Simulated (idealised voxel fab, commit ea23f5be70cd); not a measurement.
Proc. module: voxel self aligned contacts
Displayed cross-section: cut, width of 225 nm, square cells sized 5 nm.
For the purposes of this document, a cross-section shall be understood as a grid of square cells, specified as bands listed in top-to-bottom order, each band consisting of one or more rows of cells. What a band's entry tells you: where the top is and where the bottom is, as heights in nm, and after that what lies inside, material by material from left to right, each with its width in nm. Empty space is written as the word "blank", and a single material marked with the word "everywhere" occupies the band from edge to edge. Beneath 0, the wafer as received is one material, and that level is where height counting begins. The lowest band goes on downward without a bottom; it is written like "0 nm and below". Width spec "30 to 40" -> top row of cells at first value, bottom row at second value, equal per-row change in between. Any step labelled "no modification" changed none of the cells in the cross-section. Empty spaces without an open route to the top, at least 8 cells in extent, make up the entry "Closed void table"; each is given as width x height at distance, where the distance is measured from the left edge, and all are in nm. Heads up: the bit after the settings on a step's line is the simulator's remark on that step. Among the settings permitted on a step's line is "overlay nm"; applied to a step with a mask, it specifies the extent to which the mask lay to the right of its planned position, whereas a negative figure signifies a position to the left. Reading guide: pairs of cross-sections, before and after one process step; after view cut off at lowest changed band; step and settings listed under each pair. Pairs may stem from different runs of this module on the same starting wafer; continuity with the pair above only where the "Pre-process state" entry states it.
PRE-PROCESS STATE
- 0 nm and below: Si everywhere
- Closed void table: none
STRUCTURE AFTER STEP
- 0 nm to -5 nm: SiO2 everywhere
- below -5: unchanged
- Closed void table: none
As a process note, the step between the before and after cross-sections shown above is OXIDIZE | depth nm 5
Pre-process state: The structure entering this step is exactly what the pair just above shows after its step.
STRUCTURE AFTER STEP
- 30 nm to 0 nm: polySi everywhere
- below 0: unchanged
- Closed void table: none
As a process note, the step between the before and after cross-sections shown above is DIRECTIONAL_DEP | material polySi | thk nm 30
Pre-process state: The structure entering this step is exactly what the pair just above shows after its step.
STRUCTURE AFTER STEP
- 55 nm to 30 nm: SiN everywhere
- below 30: unchanged
- Closed void table: none
As a process note, the step between the before and after cross-sections shown above is DIRECTIONAL_DEP | material SiN | thk nm 25
Pre-process state: The structure entering this step is exactly what the pair just above shows after its step.
STRUCTURE AFTER STEP
- 55 nm to 30 nm: 20 nm blank  30 nm SiN  45 nm blank  30 nm SiN  45 nm blank  30 nm SiN  25 nm blank
- below 30: unchanged
- Closed void table: none
As a process note, the step between the before and after cross-sections shown above is MASKED_ETCH | tone cover | mask id GATE | width nm 30 | pitch nm 75 | etch materials SiN | depth nm 25 | overlay nm 0
Pre-process state: The structure entering this step is exactly what the pair just above shows after its step.
STRUCTURE AFTER STEP
- 55 nm to 30 nm: 20 nm blank  30 nm SiN  45 nm blank  30 nm SiN  45 nm blank  30 nm SiN  25 nm blank
- 30 nm to 0 nm: 20 nm blank  30 nm polySi  45 nm blank  30 nm polySi  45 nm blank  30 nm polySi  25 nm blank
- below 0: unchanged
- Closed void table: none
As a process note, the step between the before and after cross-sections shown above is MASKED_ETCH | tone cover | mask id GATE | width nm 30 | pitch nm 75 | etch materials polySi | depth nm 30 | overlay nm 0
Pre-process state: The structure entering this step is exactly what the pair just above shows after its step.
STRUCTURE AFTER STEP
- 65 nm to 30 nm: 10 nm blank  50 nm SiN  25 nm blank  50 nm SiN  25 nm blank  50 nm SiN  15 nm blank
- 30 nm to 10 nm: 10 nm blank  10 nm SiN  30 nm polySi  10 nm SiN  25 nm blank  10 nm SiN  30 nm polySi  10 nm SiN  25 nm blank  10 nm SiN  30 nm polySi  10 nm SiN  15 nm blank
- 10 nm to 0 nm: 20 nm SiN  30 nm polySi  45 nm SiN  30 nm polySi  45 nm SiN  30 nm polySi  25 nm SiN
- below 0: unchanged
- Closed void table: none
As a process note, the step between the before and after cross-sections shown above is CONFORMAL_DEP | material SiN | thk nm 10
Pre-process state: The structure entering this step is exactly what the pair just above shows after its step.
STRUCTURE AFTER STEP
- 55 nm to 30 nm: 10 nm blank  50 nm SiN  25 nm blank  50 nm SiN  25 nm blank  50 nm SiN  15 nm blank
- 30 nm to 0 nm: 10 nm blank  10 nm SiN  30 nm polySi  10 nm SiN  25 nm blank  10 nm SiN  30 nm polySi  10 nm SiN  25 nm blank  10 nm SiN  30 nm polySi  10 nm SiN  15 nm blank
- below 0: unchanged
- Closed void table: none
As a process note, the step between the before and after cross-sections shown above is DIRECTIONAL_ETCH | etch materials SiN | depth nm 10
Pre-process state: The structure entering this step is exactly what the pair just above shows after its step.
STRUCTURE AFTER STEP
- 65 nm to 55 nm: SiO2 everywhere
- 55 nm to 30 nm: 10 nm SiO2  50 nm SiN  25 nm SiO2  50 nm SiN  25 nm SiO2  50 nm SiN  15 nm SiO2
- 30 nm to 0 nm: 10 nm SiO2  10 nm SiN  30 nm polySi  10 nm SiN  25 nm SiO2  10 nm SiN  30 nm polySi  10 nm SiN  25 nm SiO2  10 nm SiN  30 nm polySi  10 nm SiN  15 nm SiO2
- below 0: unchanged
- Closed void table: none
As a process note, the step between the before and after cross-sections shown above is FILL_DEP | material SiO2 | thk nm 10
Pre-process state: The structure entering this step is exactly what the pair just above shows after its step.
STRUCTURE AFTER STEP
- 60 nm to 55 nm: SiO2 everywhere
- below 55: unchanged
- Closed void table: none
As a process note, the step between the before and after cross-sections shown above is CMP | height nm 60
Pre-process state: The structure entering this step is exactly what the pair just above shows after its step.
STRUCTURE AFTER STEP
- 75 nm to 60 nm: 45 nm resist  55 nm blank  20 nm resist  55 nm blank  50 nm resist
- below 60: unchanged
- Closed void table: none
As a process note, the step between the before and after cross-sections shown above is PATTERN | tone open | mask id CONTACT | material resist | width nm 55 | pitch nm 75 | thk nm 15 | overlay nm 0
Pre-process state: The structure entering this step is exactly what the pair just above shows after its step.
STRUCTURE AFTER STEP
- 75 nm to 60 nm: 45 nm resist  55 nm blank  20 nm resist  55 nm blank  50 nm resist
- 60 nm to 55 nm: 45 nm SiO2  55 nm blank  20 nm SiO2  55 nm blank  50 nm SiO2
- 55 nm to 30 nm: 10 nm SiO2  50 nm SiN  25 nm blank  50 nm SiN  25 nm blank  50 nm SiN  15 nm SiO2
- 30 nm to 0 nm: 10 nm SiO2  10 nm SiN  30 nm polySi  10 nm SiN  25 nm blank  10 nm SiN  30 nm polySi  10 nm SiN  25 nm blank  10 nm SiN  30 nm polySi  10 nm SiN  15 nm SiO2
- 0 nm to -5 nm: 60 nm SiO2  25 nm blank  50 nm SiO2  25 nm blank  65 nm SiO2
- below -5: unchanged
- Closed void table: none
As a process note, the step between the before and after cross-sections shown above is DIRECTIONAL_ETCH | etch materials SiO2 | depth nm 65
Pre-process state: The structure entering this step is exactly what the pair just above shows after its step.
STRUCTURE AFTER STEP
- 60 nm to 55 nm: 45 nm SiO2  55 nm blank  20 nm SiO2  55 nm blank  50 nm SiO2
- below 55: unchanged
- Closed void table: none
As a process note, the step between the before and after cross-sections shown above is STRIP | etch materials resist
Pre-process state: The structure entering this step is exactly what the pair just above shows after its step.
STRUCTURE AFTER STEP
- 65 nm to 60 nm: 50 nm TiN  45 nm blank  30 nm TiN  45 nm blank  55 nm TiN
- 60 nm to 55 nm: 45 nm SiO2  20 nm TiN  15 nm blank  20 nm TiN  20 nm SiO2  20 nm TiN  15 nm blank  20 nm TiN  50 nm SiO2
- 55 nm to 30 nm: 10 nm SiO2  50 nm SiN  5 nm TiN  15 nm blank  5 nm TiN  50 nm SiN  5 nm TiN  15 nm blank  5 nm TiN  50 nm SiN  15 nm SiO2
- 30 nm to 0 nm: 10 nm SiO2  10 nm SiN  30 nm polySi  10 nm SiN  5 nm TiN  15 nm blank  5 nm TiN  10 nm SiN  30 nm polySi  10 nm SiN  5 nm TiN  15 nm blank  5 nm TiN  10 nm SiN  30 nm polySi  10 nm SiN  15 nm SiO2
- 0 nm to -5 nm: 60 nm SiO2  25 nm TiN  50 nm SiO2  25 nm TiN  65 nm SiO2
- below -5: unchanged
- Closed void table: none
As a process note, the step between the before and after cross-sections shown above is CONFORMAL_DEP | material TiN | thk nm 5
Pre-process state: The structure entering this step is exactly what the pair just above shows after its step.
STRUCTURE AFTER STEP
- 70 nm to 65 nm: Ru everywhere
- 65 nm to 60 nm: 50 nm TiN  45 nm Ru  30 nm TiN  45 nm Ru  55 nm TiN
- 60 nm to 55 nm: 45 nm SiO2  20 nm TiN  15 nm Ru  20 nm TiN  20 nm SiO2  20 nm TiN  15 nm Ru  20 nm TiN  50 nm SiO2
- 55 nm to 30 nm: 10 nm SiO2  50 nm SiN  5 nm TiN  15 nm Ru  5 nm TiN  50 nm SiN  5 nm TiN  15 nm Ru  5 nm TiN  50 nm SiN  15 nm SiO2
- 30 nm to 0 nm: 10 nm SiO2  10 nm SiN  30 nm polySi  10 nm SiN  5 nm TiN  15 nm Ru  5 nm TiN  10 nm SiN  30 nm polySi  10 nm SiN  5 nm TiN  15 nm Ru  5 nm TiN  10 nm SiN  30 nm polySi  10 nm SiN  15 nm SiO2
- below 0: unchanged
- Closed void table: none
As a process note, the step between the before and after cross-sections shown above is FILL_DEP | material Ru | thk nm 5
Pre-process state: The structure entering this step is exactly what the pair just above shows after its step.
STRUCTURE AFTER STEP
- 60 nm to 55 nm: 45 nm SiO2  20 nm TiN  15 nm Ru  20 nm TiN  20 nm SiO2  20 nm TiN  15 nm Ru  20 nm TiN  50 nm SiO2
- below 55: unchanged
- Closed void table: none
As a process note, the step between the before and after cross-sections shown above is CMP | height nm 60
Pre-process state: The structure entering this step is exactly what the pair just above shows after its step.
STRUCTURE AFTER STEP
- 65 nm to 60 nm: SiCN everywhere
- below 60: unchanged
- Closed void table: none
As a process note, the step between the before and after cross-sections shown above is CONFORMAL_DEP | material SiCN | thk nm 5
PRE-PROCESS STATE
- 0 nm and below: Si everywhere
- Closed void table: none
STRUCTURE AFTER STEP
- 30 nm to 0 nm: polySi everywhere
- below 0: unchanged
- Closed void table: none
As a process note, the step between the before and after cross-sections shown above is DIRECTIONAL_DEP | material polySi | thk nm 30
Pre-process state: The structure entering this step is exactly what the pair just above shows after its step.
STRUCTURE AFTER STEP
- 55 nm to 30 nm: SiN everywhere
- below 30: unchanged
- Closed void table: none
As a process note, the step between the before and after cross-sections shown above is DIRECTIONAL_DEP | material SiN | thk nm 25
Pre-process state: The structure entering this step is exactly what the pair just above shows after its step.
STRUCTURE AFTER STEP
- 55 nm to 30 nm: 20 nm blank  30 nm SiN  45 nm blank  30 nm SiN  45 nm blank  30 nm SiN  25 nm blank
- below 30: unchanged
- Closed void table: none
As a process note, the step between the before and after cross-sections shown above is MASKED_ETCH | tone cover | mask id GATE | width nm 30 | pitch nm 75 | etch materials SiN | depth nm 25 | overlay nm 0
Pre-process state: The structure entering this step is exactly what the pair just above shows after its step.
STRUCTURE AFTER STEP
- 55 nm to 30 nm: 20 nm blank  30 nm SiN  45 nm blank  30 nm SiN  45 nm blank  30 nm SiN  25 nm blank
- 30 nm to 0 nm: 20 nm blank  30 nm polySi  45 nm blank  30 nm polySi  45 nm blank  30 nm polySi  25 nm blank
- below 0: unchanged
- Closed void table: none
As a process note, the step between the before and after cross-sections shown above is MASKED_ETCH | tone cover | mask id GATE | width nm 30 | pitch nm 75 | etch materials polySi | depth nm 30 | overlay nm 0
Pre-process state: The structure entering this step is exactly what the pair just above shows after its step.
STRUCTURE AFTER STEP
- 65 nm to 30 nm: 10 nm blank  50 nm SiN  25 nm blank  50 nm SiN  25 nm blank  50 nm SiN  15 nm blank
- 30 nm to 10 nm: 10 nm blank  10 nm SiN  30 nm polySi  10 nm SiN  25 nm blank  10 nm SiN  30 nm polySi  10 nm SiN  25 nm blank  10 nm SiN  30 nm polySi  10 nm SiN  15 nm blank
- 10 nm to 0 nm: 20 nm SiN  30 nm polySi  45 nm SiN  30 nm polySi  45 nm SiN  30 nm polySi  25 nm SiN
- below 0: unchanged
- Closed void table: none
As a process note, the step between the before and after cross-sections shown above is CONFORMAL_DEP | material SiN | thk nm 10
Pre-process state: The structure entering this step is exactly what the pair just above shows after its step.
STRUCTURE AFTER STEP
- 55 nm to 30 nm: 10 nm blank  50 nm SiN  25 nm blank  50 nm SiN  25 nm blank  50 nm SiN  15 nm blank
- 30 nm to 0 nm: 10 nm blank  10 nm SiN  30 nm polySi  10 nm SiN  25 nm blank  10 nm SiN  30 nm polySi  10 nm SiN  25 nm blank  10 nm SiN  30 nm polySi  10 nm SiN  15 nm blank
- below 0: unchanged
- Closed void table: none
As a process note, the step between the before and after cross-sections shown above is DIRECTIONAL_ETCH | etch materials SiN | depth nm 10
Pre-process state: The structure entering this step is exactly what the pair just above shows after its step.
STRUCTURE AFTER STEP
- 65 nm to 55 nm: SiO2 everywhere
- 55 nm to 30 nm: 10 nm SiO2  50 nm SiN  25 nm SiO2  50 nm SiN  25 nm SiO2  50 nm SiN  15 nm SiO2
- 30 nm to 0 nm: 10 nm SiO2  10 nm SiN  30 nm polySi  10 nm SiN  25 nm SiO2  10 nm SiN  30 nm polySi  10 nm SiN  25 nm SiO2  10 nm SiN  30 nm polySi  10 nm SiN  15 nm SiO2
- below 0: unchanged
- Closed void table: none
As a process note, the step between the before and after cross-sections shown above is FILL_DEP | material SiO2 | thk nm 10
Pre-process state: The structure entering this step is exactly what the pair just above shows after its step.
STRUCTURE AFTER STEP
- 60 nm to 55 nm: SiO2 everywhere
- below 55: unchanged
- Closed void table: none
As a process note, the step between the before and after cross-sections shown above is CMP | height nm 60
Pre-process state: The structure entering this step is exactly what the pair just above shows after its step.
STRUCTURE AFTER STEP
- 75 nm to 60 nm: 45 nm resist  55 nm blank  20 nm resist  55 nm blank  50 nm resist
- below 60: unchanged
- Closed void table: none
As a process note, the step between the before and after cross-sections shown above is PATTERN | tone open | mask id CONTACT | material resist | width nm 55 | pitch nm 75 | thk nm 15 | overlay nm 0
Pre-process state: The structure entering this step is exactly what the pair just above shows after its step.
STRUCTURE AFTER STEP
- 75 nm to 60 nm: 45 nm resist  55 nm blank  20 nm resist  55 nm blank  50 nm resist
- 60 nm to 55 nm: 45 nm SiO2  55 nm blank  20 nm SiO2  55 nm blank  50 nm SiO2
- 55 nm to 30 nm: 10 nm SiO2  50 nm SiN  25 nm blank  50 nm SiN  25 nm blank  50 nm SiN  15 nm SiO2
- 30 nm to 0 nm: 10 nm SiO2  10 nm SiN  30 nm polySi  10 nm SiN  25 nm blank  10 nm SiN  30 nm polySi  10 nm SiN  25 nm blank  10 nm SiN  30 nm polySi  10 nm SiN  15 nm SiO2
- below 0: unchanged
- Closed void table: none
As a process note, the step between the before and after cross-sections shown above is DIRECTIONAL_ETCH | etch materials SiO2 | depth nm 65
Pre-process state: The structure entering this step is exactly what the pair just above shows after its step.
STRUCTURE AFTER STEP
- 60 nm to 55 nm: 45 nm SiO2  55 nm blank  20 nm SiO2  55 nm blank  50 nm SiO2
- below 55: unchanged
- Closed void table: none
As a process note, the step between the before and after cross-sections shown above is STRIP | etch materials resist
Pre-process state: The structure entering this step is exactly what the pair just above shows after its step.
STRUCTURE AFTER STEP
- 65 nm to 60 nm: 50 nm TiN  45 nm blank  30 nm TiN  45 nm blank  55 nm TiN
- 60 nm to 55 nm: 45 nm SiO2  20 nm TiN  15 nm blank  20 nm TiN  20 nm SiO2  20 nm TiN  15 nm blank  20 nm TiN  50 nm SiO2
- 55 nm to 30 nm: 10 nm SiO2  50 nm SiN  5 nm TiN  15 nm blank  5 nm TiN  50 nm SiN  5 nm TiN  15 nm blank  5 nm TiN  50 nm SiN  15 nm SiO2
- 30 nm to 5 nm: 10 nm SiO2  10 nm SiN  30 nm polySi  10 nm SiN  5 nm TiN  15 nm blank  5 nm TiN  10 nm SiN  30 nm polySi  10 nm SiN  5 nm TiN  15 nm blank  5 nm TiN  10 nm SiN  30 nm polySi  10 nm SiN  15 nm SiO2
- 5 nm to 0 nm: 10 nm SiO2  10 nm SiN  30 nm polySi  10 nm SiN  25 nm TiN  10 nm SiN  30 nm polySi  10 nm SiN  25 nm TiN  10 nm SiN  30 nm polySi  10 nm SiN  15 nm SiO2
- below 0: unchanged
- Closed void table: none
As a process note, the step between the before and after cross-sections shown above is CONFORMAL_DEP | material TiN | thk nm 5
Pre-process state: The structure entering this step is exactly what the pair just above shows after its step.
STRUCTURE AFTER STEP
- 70 nm to 65 nm: Ru everywhere
- 65 nm to 60 nm: 50 nm TiN  45 nm Ru  30 nm TiN  45 nm Ru  55 nm TiN
- 60 nm to 55 nm: 45 nm SiO2  20 nm TiN  15 nm Ru  20 nm TiN  20 nm SiO2  20 nm TiN  15 nm Ru  20 nm TiN  50 nm SiO2
- 55 nm to 30 nm: 10 nm SiO2  50 nm SiN  5 nm TiN  15 nm Ru  5 nm TiN  50 nm SiN  5 nm TiN  15 nm Ru  5 nm TiN  50 nm SiN  15 nm SiO2
- 30 nm to 5 nm: 10 nm SiO2  10 nm SiN  30 nm polySi  10 nm SiN  5 nm TiN  15 nm Ru  5 nm TiN  10 nm SiN  30 nm polySi  10 nm SiN  5 nm TiN  15 nm Ru  5 nm TiN  10 nm SiN  30 nm polySi  10 nm SiN  15 nm SiO2
- below 5: unchanged
- Closed void table: none
As a process note, the step between the before and after cross-sections shown above is FILL_DEP | material Ru | thk nm 5
Pre-process state: The structure entering this step is exactly what the pair just above shows after its step.
STRUCTURE AFTER STEP
- 60 nm to 55 nm: 45 nm SiO2  20 nm TiN  15 nm Ru  20 nm TiN  20 nm SiO2  20 nm TiN  15 nm Ru  20 nm TiN  50 nm SiO2
- below 55: unchanged
- Closed void table: none
As a process note, the step between the before and after cross-sections shown above is CMP | height nm 60
Pre-process state: The structure entering this step is exactly what the pair just above shows after its step.
STRUCTURE AFTER STEP
- 65 nm to 60 nm: SiCN everywhere
- below 60: unchanged
- Closed void table: none
As a process note, the step between the before and after cross-sections shown above is CONFORMAL_DEP | material SiCN | thk nm 5
PRE-PROCESS STATE
- 55 nm to 30 nm: SiN everywhere
- 30 nm to 0 nm: polySi everywhere
- 0 nm to -5 nm: SiO2 everywhere
- -5 nm and below: Si everywhere
- Closed void table: none
STRUCTURE AFTER STEP
- 80 nm to 30 nm: SiN everywhere
- below 30: unchanged
- Closed void table: none
As a process note, the step between the before and after cross-sections shown above is DIRECTIONAL_DEP | material SiN | thk nm 25
Pre-process state: The structure entering this step is exactly what the pair just above shows after its step.
STRUCTURE AFTER STEP
- 80 nm to 55 nm: 20 nm blank  30 nm SiN  45 nm blank  30 nm SiN  45 nm blank  30 nm SiN  25 nm blank
- below 55: unchanged
- Closed void table: none
As a process note, the step between the before and after cross-sections shown above is MASKED_ETCH | tone cover | mask id GATE | width nm 30 | pitch nm 75 | etch materials SiN | depth nm 25 | overlay nm 0
Pre-process state: The structure entering this step is exactly what the pair just above shows after its step.
STRUCTURE AFTER STEP
- 90 nm to 65 nm: 10 nm blank  50 nm SiN  25 nm blank  50 nm SiN  25 nm blank  50 nm SiN  15 nm blank
- 65 nm to 30 nm: SiN everywhere
- below 30: unchanged
- Closed void table: none
As a process note, the step between the before and after cross-sections shown above is CONFORMAL_DEP | material SiN | thk nm 10
Pre-process state: The structure entering this step is exactly what the pair just above shows after its step.
STRUCTURE AFTER STEP
- 80 nm to 55 nm: 10 nm blank  50 nm SiN  25 nm blank  50 nm SiN  25 nm blank  50 nm SiN  15 nm blank
- below 55: unchanged
- Closed void table: none
As a process note, the step between the before and after cross-sections shown above is DIRECTIONAL_ETCH | etch materials SiN | depth nm 10
Pre-process state: The structure entering this step is exactly what the pair just above shows after its step.
STRUCTURE AFTER STEP
- 90 nm to 80 nm: SiO2 everywhere
- 80 nm to 55 nm: 10 nm SiO2  50 nm SiN  25 nm SiO2  50 nm SiN  25 nm SiO2  50 nm SiN  15 nm SiO2
- below 55: unchanged
- Closed void table: none
As a process note, the step between the before and after cross-sections shown above is FILL_DEP | material SiO2 | thk nm 10
Pre-process state: The structure entering this step is exactly what the pair just above shows after its step.
STRUCTURE AFTER STEP
- 60 nm to 55 nm: 10 nm SiO2  50 nm SiN  25 nm SiO2  50 nm SiN  25 nm SiO2  50 nm SiN  15 nm SiO2
- below 55: unchanged
- Closed void table: none
As a process note, the step between the before and after cross-sections shown above is CMP | height nm 60
Pre-process state: The structure entering this step is exactly what the pair just above shows after its step.
STRUCTURE AFTER STEP
- 75 nm to 60 nm: 45 nm resist  55 nm blank  20 nm resist  55 nm blank  50 nm resist
- below 60: unchanged
- Closed void table: none
As a process note, the step between the before and after cross-sections shown above is PATTERN | tone open | mask id CONTACT | material resist | width nm 55 | pitch nm 75 | thk nm 15 | overlay nm 0
Pre-process state: The structure entering this step is exactly what the pair just above shows after its step.
STRUCTURE AFTER STEP
- 75 nm to 60 nm: 45 nm resist  55 nm blank  20 nm resist  55 nm blank  50 nm resist
- 60 nm to 55 nm: 10 nm SiO2  50 nm SiN  25 nm blank  50 nm SiN  25 nm blank  50 nm SiN  15 nm SiO2
- below 55: unchanged
- Closed void table: none
As a process note, the step between the before and after cross-sections shown above is DIRECTIONAL_ETCH | etch materials SiO2 | depth nm 65
Pre-process state: The structure entering this step is exactly what the pair just above shows after its step.
STRUCTURE AFTER STEP
- 60 nm to 55 nm: 10 nm SiO2  50 nm SiN  25 nm blank  50 nm SiN  25 nm blank  50 nm SiN  15 nm SiO2
- below 55: unchanged
- Closed void table: none
As a process note, the step between the before and after cross-sections shown above is STRIP | etch materials resist
Pre-process state: The structure entering this step is exactly what the pair just above shows after its step.
STRUCTURE AFTER STEP
- 65 nm to 60 nm: 65 nm TiN  15 nm blank  60 nm TiN  15 nm blank  70 nm TiN
- 60 nm to 55 nm: 10 nm SiO2  50 nm SiN  25 nm TiN  50 nm SiN  25 nm TiN  50 nm SiN  15 nm SiO2
- below 55: unchanged
- Closed void table: none
As a process note, the step between the before and after cross-sections shown above is CONFORMAL_DEP | material TiN | thk nm 5
Pre-process state: The structure entering this step is exactly what the pair just above shows after its step.
STRUCTURE AFTER STEP
- 70 nm to 65 nm: Ru everywhere
- 65 nm to 60 nm: 65 nm TiN  15 nm Ru  60 nm TiN  15 nm Ru  70 nm TiN
- below 60: unchanged
- Closed void table: none
As a process note, the step between the before and after cross-sections shown above is FILL_DEP | material Ru | thk nm 5
Pre-process state: The structure entering this step is exactly what the pair just above shows after its step.
STRUCTURE AFTER STEP
- 60 nm to 55 nm: 10 nm SiO2  50 nm SiN  25 nm TiN  50 nm SiN  25 nm TiN  50 nm SiN  15 nm SiO2
- below 55: unchanged
- Closed void table: none
As a process note, the step between the before and after cross-sections shown above is CMP | height nm 60
Pre-process state: The structure entering this step is exactly what the pair just above shows after its step.
STRUCTURE AFTER STEP
- 65 nm to 60 nm: SiCN everywhere
- below 60: unchanged
- Closed void table: none
As a process note, the step between the before and after cross-sections shown above is CONFORMAL_DEP | material SiCN | thk nm 5
PRE-PROCESS STATE
- 0 nm to -5 nm: SiO2 everywhere
- -5 nm and below: Si everywhere
- Closed void table: none
STRUCTURE AFTER STEP
- 25 nm to 0 nm: SiN everywhere
- below 0: unchanged
- Closed void table: none
As a process note, the step between the before and after cross-sections shown above is DIRECTIONAL_DEP | material SiN | thk nm 25
Pre-process state: The structure entering this step is exactly what the pair just above shows after its step.
STRUCTURE AFTER STEP
- 55 nm to 25 nm: polySi everywhere
- below 25: unchanged
- Closed void table: none
As a process note, the step between the before and after cross-sections shown above is DIRECTIONAL_DEP | material polySi | thk nm 30
Pre-process state: The structure entering this step is exactly what the pair just above shows after its step.
STRUCTURE AFTER STEP
- 55 nm to 25 nm: 20 nm blank  30 nm polySi  45 nm blank  30 nm polySi  45 nm blank  30 nm polySi  25 nm blank
- below 25: unchanged
- Closed void table: none
As a process note, the step between the before and after cross-sections shown above is MASKED_ETCH | tone cover | mask id GATE | width nm 30 | pitch nm 75 | etch materials polySi | depth nm 30 | overlay nm 0
Pre-process state: The structure entering this step is exactly what the pair just above shows after its step.
STRUCTURE AFTER STEP
- 65 nm to 55 nm: 10 nm blank  50 nm SiN  25 nm blank  50 nm SiN  25 nm blank  50 nm SiN  15 nm blank
- 55 nm to 35 nm: 10 nm blank  10 nm SiN  30 nm polySi  10 nm SiN  25 nm blank  10 nm SiN  30 nm polySi  10 nm SiN  25 nm blank  10 nm SiN  30 nm polySi  10 nm SiN  15 nm blank
- 35 nm to 25 nm: 20 nm SiN  30 nm polySi  45 nm SiN  30 nm polySi  45 nm SiN  30 nm polySi  25 nm SiN
- below 25: unchanged
- Closed void table: none
As a process note, the step between the before and after cross-sections shown above is CONFORMAL_DEP | material SiN | thk nm 10
Pre-process state: The structure entering this step is exactly what the pair just above shows after its step.
STRUCTURE AFTER STEP
- 55 nm to 25 nm: 10 nm blank  10 nm SiN  30 nm polySi  10 nm SiN  25 nm blank  10 nm SiN  30 nm polySi  10 nm SiN  25 nm blank  10 nm SiN  30 nm polySi  10 nm SiN  15 nm blank
- below 25: unchanged
- Closed void table: none
As a process note, the step between the before and after cross-sections shown above is DIRECTIONAL_ETCH | etch materials SiN | depth nm 10
Pre-process state: The structure entering this step is exactly what the pair just above shows after its step.
STRUCTURE AFTER STEP
- 65 nm to 55 nm: SiO2 everywhere
- 55 nm to 25 nm: 10 nm SiO2  10 nm SiN  30 nm polySi  10 nm SiN  25 nm SiO2  10 nm SiN  30 nm polySi  10 nm SiN  25 nm SiO2  10 nm SiN  30 nm polySi  10 nm SiN  15 nm SiO2
- below 25: unchanged
- Closed void table: none
As a process note, the step between the before and after cross-sections shown above is FILL_DEP | material SiO2 | thk nm 10
Pre-process state: The structure entering this step is exactly what the pair just above shows after its step.
STRUCTURE AFTER STEP
- 60 nm to 55 nm: SiO2 everywhere
- below 55: unchanged
- Closed void table: none
As a process note, the step between the before and after cross-sections shown above is CMP | height nm 60
Pre-process state: The structure entering this step is exactly what the pair just above shows after its step.
STRUCTURE AFTER STEP
- 75 nm to 60 nm: 45 nm resist  55 nm blank  20 nm resist  55 nm blank  50 nm resist
- below 60: unchanged
- Closed void table: none
As a process note, the step between the before and after cross-sections shown above is PATTERN | tone open | mask id CONTACT | material resist | width nm 55 | pitch nm 75 | thk nm 15 | overlay nm 0
Pre-process state: The structure entering this step is exactly what the pair just above shows after its step.
STRUCTURE AFTER STEP
- 75 nm to 60 nm: 45 nm resist  55 nm blank  20 nm resist  55 nm blank  50 nm resist
- 60 nm to 55 nm: 45 nm SiO2  55 nm blank  20 nm SiO2  55 nm blank  50 nm SiO2
- 55 nm to 25 nm: 10 nm SiO2  10 nm SiN  30 nm polySi  10 nm SiN  25 nm blank  10 nm SiN  30 nm polySi  10 nm SiN  25 nm blank  10 nm SiN  30 nm polySi  10 nm SiN  15 nm SiO2
- below 25: unchanged
- Closed void table: none
As a process note, the step between the before and after cross-sections shown above is DIRECTIONAL_ETCH | etch materials SiO2 | depth nm 65
Pre-process state: The structure entering this step is exactly what the pair just above shows after its step.
STRUCTURE AFTER STEP
- 60 nm to 55 nm: 45 nm SiO2  55 nm blank  20 nm SiO2  55 nm blank  50 nm SiO2
- below 55: unchanged
- Closed void table: none
As a process note, the step between the before and after cross-sections shown above is STRIP | etch materials resist
Pre-process state: The structure entering this step is exactly what the pair just above shows after its step.
STRUCTURE AFTER STEP
- 65 nm to 60 nm: 50 nm TiN  45 nm blank  30 nm TiN  45 nm blank  55 nm TiN
- 60 nm to 55 nm: 45 nm SiO2  20 nm TiN  15 nm blank  20 nm TiN  20 nm SiO2  20 nm TiN  15 nm blank  20 nm TiN  50 nm SiO2
- 55 nm to 30 nm: 10 nm SiO2  10 nm SiN  30 nm polySi  10 nm SiN  5 nm TiN  15 nm blank  5 nm TiN  10 nm SiN  30 nm polySi  10 nm SiN  5 nm TiN  15 nm blank  5 nm TiN  10 nm SiN  30 nm polySi  10 nm SiN  15 nm SiO2
- 30 nm to 25 nm: 10 nm SiO2  10 nm SiN  30 nm polySi  10 nm SiN  25 nm TiN  10 nm SiN  30 nm polySi  10 nm SiN  25 nm TiN  10 nm SiN  30 nm polySi  10 nm SiN  15 nm SiO2
- below 25: unchanged
- Closed void table: none
As a process note, the step between the before and after cross-sections shown above is CONFORMAL_DEP | material TiN | thk nm 5
Pre-process state: The structure entering this step is exactly what the pair just above shows after its step.
STRUCTURE AFTER STEP
- 70 nm to 65 nm: Ru everywhere
- 65 nm to 60 nm: 50 nm TiN  45 nm Ru  30 nm TiN  45 nm Ru  55 nm TiN
- 60 nm to 55 nm: 45 nm SiO2  20 nm TiN  15 nm Ru  20 nm TiN  20 nm SiO2  20 nm TiN  15 nm Ru  20 nm TiN  50 nm SiO2
- 55 nm to 30 nm: 10 nm SiO2  10 nm SiN  30 nm polySi  10 nm SiN  5 nm TiN  15 nm Ru  5 nm TiN  10 nm SiN  30 nm polySi  10 nm SiN  5 nm TiN  15 nm Ru  5 nm TiN  10 nm SiN  30 nm polySi  10 nm SiN  15 nm SiO2
- below 30: unchanged
- Closed void table: none
As a process note, the step between the before and after cross-sections shown above is FILL_DEP | material Ru | thk nm 5
Pre-process state: The structure entering this step is exactly what the pair just above shows after its step.
STRUCTURE AFTER STEP
- 60 nm to 55 nm: 45 nm SiO2  20 nm TiN  15 nm Ru  20 nm TiN  20 nm SiO2  20 nm TiN  15 nm Ru  20 nm TiN  50 nm SiO2
- below 55: unchanged
- Closed void table: none
As a process note, the step between the before and after cross-sections shown above is CMP | height nm 60
Pre-process state: The structure entering this step is exactly what the pair just above shows after its step.
STRUCTURE AFTER STEP
- 65 nm to 60 nm: SiCN everywhere
- below 60: unchanged
- Closed void table: none
As a process note, the step between the before and after cross-sections shown above is CONFORMAL_DEP | material SiCN | thk nm 5
PRE-PROCESS STATE
- 65 nm to 55 nm: SiO2 everywhere
- 55 nm to 30 nm: 10 nm SiO2  50 nm SiN  25 nm SiO2  50 nm SiN  25 nm SiO2  50 nm SiN  15 nm SiO2
- 30 nm to 0 nm: 10 nm SiO2  10 nm SiN  30 nm polySi  10 nm SiN  25 nm SiO2  10 nm SiN  30 nm polySi  10 nm SiN  25 nm SiO2  10 nm SiN  30 nm polySi  10 nm SiN  15 nm SiO2
- 0 nm to -5 nm: SiO2 everywhere
- -5 nm and below: Si everywhere
- Closed void table: none
STRUCTURE AFTER STEP
- 50 nm to 30 nm: 10 nm SiO2  50 nm SiN  25 nm SiO2  50 nm SiN  25 nm SiO2  50 nm SiN  15 nm SiO2
- below 30: unchanged
- Closed void table: none
As a process note, the step between the before and after cross-sections shown above is CMP | height nm 50
